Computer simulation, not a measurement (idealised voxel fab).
process module | voxel self aligned vias
cross-section cut | 235 nm wide | cells 5 nm
A cross-section is a grid of square cells, given in bands from the top down. A band is one or more rows of cells.
Each band's line starts with the height of the band's top and of its bottom, in nm. Then come its materials from left to right, each with its width in nm. One material with "throughout" fills the band from edge to edge. "air" is empty space.
Height 0 is the level under which the wafer as received is all one material. The lowest band goes on downwards, as in "0 down".
A width such as "30 to 40" changes by the same amount from each row of cells to the next, from the band's top row to its bottom row.
"no change" after a step means that no cell of the cross-section changed.
closed voids: empty space of 8 cells or more with no open way to the top, each as width x height at its distance from the left edge, in nm
after a step's settings: what the simulator itself notes on the step
overlay nm, on a step with a mask: how far to the right of its planned place the mask lay; to the left if negative
plan
1 op RECEIVE | material Si
2 op CONFORMAL_DEP | material SiO2 | thk nm 10
3 op CONFORMAL_DEP | material SiCN | thk nm 5
4 op DIRECTIONAL_DEP | material lowk | thk nm 25
5 op DIRECTIONAL_DEP | material aC | thk nm 15
6 op PATTERN | tone open | mask id LINES | material resist | width nm 20 | pitch nm 50 | thk nm 35 | overlay nm 0
7 op DIRECTIONAL_ETCH | etch materials aC | depth nm 15
8 op STRIP | etch materials resist
9 op DIRECTIONAL_ETCH | etch materials lowk | depth nm 25
10 op STRIP | etch materials aC
11 op CONFORMAL_DEP | material TiN | thk nm 5
12 op FILL_DEP | material Ru | thk nm 5
13 op CMP | height nm 40
14 op SELECTIVE_ETCH | etch materials W Ru TiN | depth nm 5
15 op FILL_DEP | material SiN | thk nm 5
16 op CMP | height nm 40
17 op DIRECTIONAL_DEP | material lowk | thk nm 20
18 op DIRECTIONAL_DEP | material aC | thk nm 15
19 op PATTERN | tone open | mask id VIAS | material resist | width nm 30 | thk nm 30 | overlay nm 0
20 op DIRECTIONAL_ETCH | etch materials aC | depth nm 15
21 op STRIP | etch materials resist
22 op DIRECTIONAL_ETCH | etch materials lowk | depth nm 20
23 op DIRECTIONAL_ETCH | etch materials SiN | depth nm 5
24 op STRIP | etch materials aC
25 op CONFORMAL_DEP | material TiN | thk nm 5
26 op FILL_DEP | material Ru | thk nm 5
27 op CMP | height nm 60
28 op CONFORMAL_DEP | material SiCN | thk nm 5
first wafer, as planned
as received, after step 1
  0 down: Si throughout
  closed voids: none
after step 2
  10 to 0: SiO2 throughout
  below 0: unchanged
after step 3
  15 to 10: SiCN throughout
  below 10: unchanged
after step 4
  40 to 15: lowk throughout
  below 15: unchanged
after step 5
  55 to 40: aC throughout
  below 40: unchanged
after step 6
  90 to 55: resist 80 | air 20 | resist 30 | air 20 | resist 85
  below 55: unchanged
after step 7
  75 to 55: resist 80 | air 20 | resist 30 | air 20 | resist 85
  55 to 40: aC 80 | air 20 | aC 30 | air 20 | aC 85
  below 40: unchanged
after step 8
  55 to 40: aC 80 | air 20 | aC 30 | air 20 | aC 85
  below 40: unchanged
after step 9
  55 to 40: aC 80 | air 20 | aC 30 | air 20 | aC 85
  40 to 15: lowk 80 | air 20 | lowk 30 | air 20 | lowk 85
  below 15: unchanged
after step 10
  40 to 15: lowk 80 | air 20 | lowk 30 | air 20 | lowk 85
  below 15: unchanged
after step 11
  45 to 40: TiN 85 | air 10 | TiN 40 | air 10 | TiN 90
  40 to 20: lowk 80 | TiN 5 | air 10 | TiN 5 | lowk 30 | TiN 5 | air 10 | TiN 5 | lowk 85
  20 to 15: lowk 80 | TiN 20 | lowk 30 | TiN 20 | lowk 85
  below 15: unchanged
after step 12
  50 to 45: Ru throughout
  45 to 40: TiN 85 | Ru 10 | TiN 40 | Ru 10 | TiN 90
  40 to 20: lowk 80 | TiN 5 | Ru 10 | TiN 5 | lowk 30 | TiN 5 | Ru 10 | TiN 5 | lowk 85
  below 20: unchanged
after step 13
  40 to 20: lowk 80 | TiN 5 | Ru 10 | TiN 5 | lowk 30 | TiN 5 | Ru 10 | TiN 5 | lowk 85
  below 20: unchanged
after step 14
  40 to 35: lowk 80 | air 20 | lowk 30 | air 20 | lowk 85
  below 35: unchanged
after step 15
  45 to 40: SiN throughout
  40 to 35: lowk 80 | SiN 20 | lowk 30 | SiN 20 | lowk 85
  below 35: unchanged
after step 16
  40 to 35: lowk 80 | SiN 20 | lowk 30 | SiN 20 | lowk 85
  below 35: unchanged
after step 17
  60 to 40: lowk throughout
  below 40: unchanged
after step 18
  75 to 60: aC throughout
  below 60: unchanged
after step 19
  105 to 75: resist 75 | air 30 | resist 130
  below 75: unchanged
after step 20
  90 to 75: resist 75 | air 30 | resist 130
  75 to 60: aC 75 | air 30 | aC 130
  below 60: unchanged
after step 21
  75 to 60: aC 75 | air 30 | aC 130
  below 60: unchanged
after step 22
  75 to 60: aC 75 | air 30 | aC 130
  60 to 40: lowk 75 | air 30 | lowk 130
  below 40: unchanged
after step 23
  75 to 60: aC 75 | air 30 | aC 130
  60 to 40: lowk 75 | air 30 | lowk 130
  40 to 35: lowk 80 | air 20 | lowk 30 | SiN 20 | lowk 85
  below 35: unchanged
after step 24
  60 to 40: lowk 75 | air 30 | lowk 130
  below 40: unchanged
after step 25
  65 to 60: TiN 80 | air 20 | TiN 135
  60 to 45: lowk 75 | TiN 5 | air 20 | TiN 5 | lowk 130
  45 to 40: lowk 75 | TiN 10 | air 10 | TiN 10 | lowk 130
  40 to 35: lowk 80 | TiN 20 | lowk 30 | SiN 20 | lowk 85
  below 35: unchanged
after step 26
  70 to 65: Ru throughout
  65 to 60: TiN 80 | Ru 20 | TiN 135
  60 to 45: lowk 75 | TiN 5 | Ru 20 | TiN 5 | lowk 130
  45 to 40: lowk 75 | TiN 10 | Ru 10 | TiN 10 | lowk 130
  below 40: unchanged
after step 27
  60 to 45: lowk 75 | TiN 5 | Ru 20 | TiN 5 | lowk 130
  below 45: unchanged
after step 28
  65 to 60: SiCN throughout
  below 60: unchanged
second wafer: like start, like plan, one mistake. Through step 18 it matches the first wafer
when step 19 should have ended
  105 to 75: air 75 | resist 30 | air 130
  below 75: unchanged
when step 20 should have ended
  90 to 75: air 75 | resist 30 | air 130
  75 to 60: air 75 | aC 30 | air 130
  below 60: unchanged
when step 21 should have ended
  75 to 60: air 75 | aC 30 | air 130
  below 60: unchanged
when step 22 should have ended
  75 to 60: air 75 | aC 30 | air 130
  60 to 40: air 75 | lowk 30 | air 130
  below 40: unchanged
when step 23 should have ended
  75 to 60: air 75 | aC 30 | air 130
  60 to 40: air 75 | lowk 30 | air 130
  40 to 35: lowk 80 | SiN 20 | lowk 30 | air 20 | lowk 85
  below 35: unchanged
when step 24 should have ended
  60 to 40: air 75 | lowk 30 | air 130
  below 40: unchanged
when step 25 should have ended
  65 to 60: air 70 | TiN 40 | air 125
  60 to 45: air 70 | TiN 5 | lowk 30 | TiN 5 | air 125
  45 to 40: TiN 75 | lowk 30 | TiN 30 | air 10 | TiN 90
  40 to 35: lowk 80 | SiN 20 | lowk 30 | TiN 20 | lowk 85
  below 35: unchanged
when step 26 should have ended
  70 to 65: Ru throughout
  65 to 60: Ru 70 | TiN 40 | Ru 125
  60 to 45: Ru 70 | TiN 5 | lowk 30 | TiN 5 | Ru 125
  45 to 40: TiN 75 | lowk 30 | TiN 30 | Ru 10 | TiN 90
  below 40: unchanged
when step 27 should have ended
  60 to 45: Ru 70 | TiN 5 | lowk 30 | TiN 5 | Ru 125
  below 45: unchanged
when step 28 should have ended
  65 to 60: SiCN throughout
  below 60: unchanged
what went wrong: step 19 ran as: op PATTERN | tone cover | mask id VIAS | material resist | width nm 30 | thk nm 30 | overlay nm 0
at the end the second wafer has, in cells: 105 more of Ru | 35 more of TiN | 140 fewer of lowk
